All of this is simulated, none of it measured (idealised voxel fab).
Process module in this document: voxel ribs on slabs
cross-section cut | 200 nm wide | cells 5 nm
Just so we're on the same page, the cross-sections are grids of square cells, and they're listed out in bands top to bottom, each band one or more rows deep. It is stipulated that each band's entry specify, in nanometres, the height of the top of the band and then that of its bottom, followed by the materials of the band in left-to-right sequence, each together with its width in nanometres. A single material marked by the word "throughout" is understood to fill the band from edge to edge; the word "blank" is understood to denote empty space. Zero point of the height axis is 0; under it, received wafer = one material. Lowest band: continues down indefinitely, "top 0, no bottom". A two-number width, for instance "30->40", indicates that the width is equal to the first number in the top row of the band and to the second number in the bottom row, and that it changes by a constant amount per row of cells. What does "left unchanged" mean for a step? It means no cell of the cross-section changed in that step. Closed-off voids of 8+ cells (no open route to the top) go in "Voids, sealed", written width x height at distance from the left edge, in nm. On a step's line, text after the settings is the simulator commenting on that step. If you see "overlay nm" on a step's line and that step has a mask, it's telling you how far right of where it was planned the mask ended up; a negative number means it went left instead.

# Listed below are the process steps as planned
step 1: RECEIVE,material Si
step 2: DIRECTIONAL_DEP,material SiO2,thk nm 20
step 3: DIRECTIONAL_DEP,material SiN,thk nm 20
step 4: DIRECTIONAL_DEP,material aC,thk nm 10
step 5: PATTERN,tone cover,mask id RIB,material resist,width nm 20,thk nm 25,overlay nm 0
step 6: DIRECTIONAL_ETCH,etch materials aC,depth nm 10
step 7: STRIP,etch materials resist
step 8: DIRECTIONAL_ETCH,etch materials SiN,depth nm 10
step 9: STRIP,etch materials aC
step 10: DIRECTIONAL_DEP,material aC,thk nm 15
step 11: PATTERN,tone cover,mask id SLAB,material resist,width nm 50,thk nm 30,overlay nm 0
step 12: DIRECTIONAL_ETCH,etch materials aC,depth nm 15
step 13: STRIP,etch materials resist
step 14: DIRECTIONAL_ETCH,etch materials SiN,depth nm 10
step 15: STRIP,etch materials aC
step 16: FILL_DEP,material SiO2,thk nm 30
step 17: CMP,height nm 60
step 18: DIRECTIONAL_DEP,material TiN,thk nm 5
step 19: MASKED_ETCH,tone cover,mask id HEATER,width nm 30,etch materials TiN,depth nm 5,overlay nm 0
step 20: CONFORMAL_DEP,material SiN,thk nm 5
Wafers differ in thk nm at step 18; plan lists the first wafer's value; identical starting state.

# Cross-section of the first incoming wafer of several, state after step 1
	top 0, no bottom = Si throughout
	Voids, sealed: none

# The cross-section of the first of several wafers is given below for the end of the module, after its final step, step 20
	top 70, bottom 65 = blank 80 | SiN 40 | blank 80
	top 65, bottom 60 = SiN 85 | TiN 30 | SiN 85
	top 60, bottom 40 = SiO2 throughout
	top 40, bottom 30 = SiO2 90 | SiN 20 | SiO2 90
	top 30, bottom 20 = SiO2 75 | SiN 50 | SiO2 75
	top 20, bottom 0 = SiO2 throughout
	top 0, no bottom = Si throughout
	Voids, sealed: none

# Cross-section, last wafer, module completion
	top 85, bottom 80 = blank 80 | SiN 40 | blank 80
	top 80, bottom 75 = SiN 85 | TiN 30 | SiN 85
	top 75, bottom 60 = TiN throughout
	top 60, bottom 40 = SiO2 throughout
	top 40, bottom 30 = SiO2 90 | SiN 20 | SiO2 90
	top 30, bottom 20 = SiO2 75 | SiN 50 | SiO2 75
	top 20, bottom 0 = SiO2 throughout
	top 0, no bottom = Si throughout
	Voids, sealed: none

# What follows is a table in which each wafer occupies a row; for the wafer as it stands at the close of the module, the row states, material by material, how many cells have been gained (+) or lost (-) since receipt, and then gives its closed voids
thk nm 5; +70 SiN; +452 SiO2; +6 TiN; Voids, sealed: none
thk nm 10; +70 SiN; +452 SiO2; +46 TiN; Voids, sealed: none
thk nm 15; +70 SiN; +452 SiO2; +86 TiN; Voids, sealed: none
thk nm 20; +70 SiN; +452 SiO2; +126 TiN; Voids, sealed: none
